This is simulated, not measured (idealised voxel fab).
The document below concerns the process module designated voxel wiring stack.
Section shown: cut. Width: 240 nm. Cell size: 5 nm, square.
In what follows, cross-sections appear as grids of square cells, described through bands that run from the top down, where every band is one or more rows of cells.
Read a band's entry like this: the first values are the height of its top and the height of its bottom in nm, and what follows is the sequence of materials from left to right, each with its width in nm. Note that "empty" is empty space, and that a single material marked "full width" reaches across the band from edge to edge.
The level at which height equals 0 is the one under which the wafer, as it arrives, is entirely one material. No lower edge exists for the bottom band, which continues downward and is notated as in "from 0 down".
So if you see something like "30 to 40" for the width, read it as the top row of the band sitting at the first number and the bottom row at the second, with every row in between moving by the same amount as the last.
The designation "no modifications", where it is given for a processing step, indicates that no cell of the cross-section was altered in the course of that step.
Voids not open to the top, 8 cells minimum: see "Voids, fully enclosed". Written width x height at distance; distance is from the left edge; nm.
If you see something after the settings on a step's line, that's the simulator's own remark about that step.
Regarding "overlay nm": on a step with a mask, it is the distance the mask lay to the right of its planned place; a negative value places it to the left.

-- Listed below are the process steps as planned
| 1 | RECEIVE | material Si |
| 2 | CONFORMAL_DEP | material SiO2 | thk nm 10 |
| 3 | DIRECTIONAL_DEP | material TiN | thk nm 5 |
| 4 | DIRECTIONAL_DEP | material W | thk nm 25 |
| 5 | DIRECTIONAL_DEP | material aC | thk nm 15 |
| 6 | PATTERN | tone cover | mask id METAL_1 | material resist | width nm 25 | pitch nm 40 | thk nm 30 | overlay nm 0 |
| 7 | DIRECTIONAL_ETCH | etch materials aC | depth nm 15 |
| 8 | STRIP | etch materials resist |
| 9 | DIRECTIONAL_ETCH | etch materials W | depth nm 25 |
| 10 | DIRECTIONAL_ETCH | etch materials TiN | depth nm 5 |
| 11 | STRIP | etch materials aC |
| 12 | CONFORMAL_DEP | material SiCN | thk nm 5 |
| 13 | FILL_DEP | material lowk | thk nm 5 |
| 14 | CMP | height nm 40 |
| 15 | CONFORMAL_DEP | material SiCN | thk nm 5 |
| 16 | DIRECTIONAL_DEP | material SiO2 | thk nm 20 |
| 17 | MASKED_ETCH | tone open | mask id PLUG_1 | width nm 15 | pitch nm 80 | etch materials SiO2 | depth nm 20 | overlay nm 0 |
| 18 | MASKED_ETCH | tone open | mask id PLUG_1 | width nm 15 | pitch nm 80 | etch materials SiCN | depth nm 5 | overlay nm 0 |
| 19 | EPI | material Ru | thk nm 10 |
| 20 | EPI | material Ru | thk nm 10 |
| 21 | EPI | material Ru | thk nm 5 |
| 22 | CONFORMAL_DEP | material SiN | thk nm 5 |
| 23 | DIRECTIONAL_DEP | material lowk | thk nm 20 |
| 24 | DIRECTIONAL_DEP | material aC | thk nm 15 |
| 25 | PATTERN | tone open | mask id METAL_2 | material resist | width nm 25 | pitch nm 40 | thk nm 35 | overlay nm 0 |
| 26 | DIRECTIONAL_ETCH | etch materials aC | depth nm 15 |
| 27 | STRIP | etch materials resist |
| 28 | DIRECTIONAL_ETCH | etch materials lowk | depth nm 20 |
| 29 | DIRECTIONAL_ETCH | etch materials SiN | depth nm 5 |
| 30 | STRIP | etch materials aC |
| 31 | CONFORMAL_DEP | material TiN | thk nm 5 |
| 32 | FILL_DEP | material Cu | thk nm 10 |
| 33 | CMP | height nm 90 |
| 34 | EPI | material Ru | thk nm 5 |
| 35 | FILL_DEP | material SiCN | thk nm 5 |

-- Cross-section: wafer on arrival = after step 1
* from 0 down: Si full width
* Voids, fully enclosed: none

-- The cross-section shown corresponds to the wafer at the conclusion of the module. The initial structure and the process plan are those presented above; however, one mistake occurred in executing the plan
* from 110 to 95: SiCN full width
* from 95 to 90: SiCN (40) / Ru (35) / SiCN (5) / Ru (35) / SiCN (5) / Ru (35) / SiCN (5) / Ru (35) / SiCN (45)
* from 90 to 70: lowk (45) / TiN (5) / Cu (15) / TiN (5) / lowk (15) / TiN (5) / Cu (15) / TiN (5) / lowk (15) / TiN (5) / Cu (15) / TiN (5) / lowk (15) / TiN (5) / Cu (15) / TiN (5) / lowk (50)
* from 70 to 65: SiN (45) / TiN (25) / SiN (15) / TiN (25) / SiN (15) / TiN (25) / SiN (15) / TiN (25) / SiN (50)
* from 65 to 45: SiO2 (45) / Ru (15) / SiO2 (65) / Ru (15) / SiO2 (100)
* from 45 to 40: SiCN (45) / Ru (15) / SiCN (65) / Ru (15) / SiCN (100)
* from 40 to 15: lowk (40) / SiCN (5) / W (25) / SiCN (5) / lowk (5) / SiCN (5) / W (25) / SiCN (5) / lowk (5) / SiCN (5) / W (25) / SiCN (5) / lowk (5) / SiCN (5) / W (25) / SiCN (5) / lowk (45)
* from 15 to 10: SiCN (45) / TiN (25) / SiCN (15) / TiN (25) / SiCN (15) / TiN (25) / SiCN (15) / TiN (25) / SiCN (50)
* from 10 to 0: SiO2 full width
* from 0 down: Si full width
* Voids, fully enclosed: none
So what did we get wrong on this run? step 35 off recipe, ran as FILL_DEP | material SiCN | thk nm 15
